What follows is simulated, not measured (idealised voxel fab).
process module | voxel released beams
cross-section cut | 210 nm wide | cells 5 nm
A cross-section is a grid of square cells, given in bands from the top down. A band is one or more rows of cells.
Each band's line starts with the height of the band's top and of its bottom, in nm. Then come its materials from left to right, each with its width in nm. One material with "throughout" fills the band from edge to edge. "air" is empty space.
Height 0 is the level under which the wafer as received is all one material. The lowest band goes on downwards, as in "0 down".
A width such as "30 to 40" changes by the same amount from each row of cells to the next, from the band's top row to its bottom row.
"no change" after a step means that no cell of the cross-section changed.
closed voids: empty space of 8 cells or more with no open way to the top, each as width x height at its distance from the left edge, in nm
after a step's settings: what the simulator itself notes on the step
overlay nm, on a step with a mask: how far to the right of its planned place the mask lay; to the left if negative
plan
1 op RECEIVE | material Si
2 op CONFORMAL_DEP | material Al2O3 | thk nm 10
3 op DIRECTIONAL_DEP | material SiO2 | thk nm 15
4 op MASKED_ETCH | tone open | mask id ANCHOR | width nm 40 | etch materials SiO2 | depth nm 15 | overlay nm 0
5 op CONFORMAL_DEP | material SiN | thk nm 15
6 op MASKED_ETCH | tone cover | mask id BEAM | width nm 125 | etch materials SiN | depth nm 15 | overlay nm 0
7 op STRIP | etch materials SiO2
as received, after step 1
  0 down: Si throughout
  closed voids: none
a wafer at the end: this start, this plan, one mistake
  25 to 10: air 45 | SiN 15 | air 10 | SiN 15 | air 125
  10 to 0: Al2O3 throughout
  0 down: Si throughout
  closed voids: none
what went wrong: step 6 ran as: op MASKED_ETCH | tone open | mask id BEAM | width nm 125 | etch materials SiN | depth nm 15 | overlay nm 0
